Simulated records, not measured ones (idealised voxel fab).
The document below concerns the process module designated voxel lift off.
Square cells of 5 nm make up the cross-section cut, whose width is 195 nm.
A cross-section is written here as square cells arranged in a grid, and it is given in bands from the top down, each band taking up one or more rows of cells. Top, bottom (nm), then materials left to right with widths (nm); lone material tagged "all across" fills the whole band edge to edge; "air" = empty space. Height reference: 0 = level under which incoming wafer is all one material. Lowest band: no bottom, runs on downward, e.g. "0 down". The two numbers in a width such as "30..40" mark its ends across the band: the first belongs to the top row of cells, the second to the bottom row, and from each row to the next the width moves by the same amount. What does "all unchanged" mean for a step? It means no cell of the cross-section changed in that step. This entry, "Sealed internal voids", enumerates those empty regions of no fewer than 8 cells that possess no open connection to the top. Each region is reported in the form width x height at distance, the distance being taken from the left edge, with all three quantities expressed in nm. What comes after the settings on a step's line is commentary from the simulator itself on that step. When a step includes a mask, the "overlay nm" setting on its line states how far to the right of its planned place that mask lay, and negative values state how far to the left.
The following list gives the planned process steps:
step 1: RECEIVE, material Si
step 2: CONFORMAL_DEP, material SiN, thk nm 10
step 3: PATTERN, tone open, mask id LINES, material resist, width nm 15, pitch nm 45, thk nm 20, overlay nm -5
step 4: DIRECTIONAL_DEP, material Ru, thk nm 5
step 5: STRIP, etch materials resist
step 6: CONFORMAL_DEP, material SiCN, thk nm 5
All wafers enter the flow in the same state. The overlay nm at step 3 differs from wafer to wafer, and the plan gives the value for the first wafer.
First wafer as received, after step 1:
- 0 down = Si all across
- Sealed internal voids: none
After the module's final step, step 6: the first of several wafers in cross-section:
- 20 to 15 = air (10)  SiCN (25)  air (20)  SiCN (25)  air (20)  SiCN (25)  air (20)  SiCN (25)  air (25)
- 15 to 10 = SiCN (15)  Ru (15)  SiCN (30)  Ru (15)  SiCN (30)  Ru (15)  SiCN (30)  Ru (15)  SiCN (30)
- 10 to 0 = SiN all across
- 0 down = Si all across
- Sealed internal voids: none
Cross-section of the final wafer among several, taken at the end of the module:
- 20 to 15 = air (25)  SiCN (25)  air (20)  SiCN (25)  air (20)  SiCN (25)  air (20)  SiCN (25)  air (10)
- 15 to 10 = SiCN (30)  Ru (15)  SiCN (30)  Ru (15)  SiCN (30)  Ru (15)  SiCN (30)  Ru (15)  SiCN (15)
- 10 to 0 = SiN all across
- 0 down = Si all across
- Sealed internal voids: none
For your reference, the table is organized with a row per wafer; each row reflects the wafer at the end of the module, indicating for each material the cells gained (+) or lost (-) since receipt, and thereafter its closed voids:
overlay nm -5 | +12 Ru | +47 SiCN | +78 SiN | Sealed internal voids: none
overlay nm 0 | +12 Ru | +47 SiCN | +78 SiN | Sealed internal voids: none
overlay nm 5 | +12 Ru | +47 SiCN | +78 SiN | Sealed internal voids: none
overlay nm 10 | +12 Ru | +47 SiCN | +78 SiN | Sealed internal voids: none
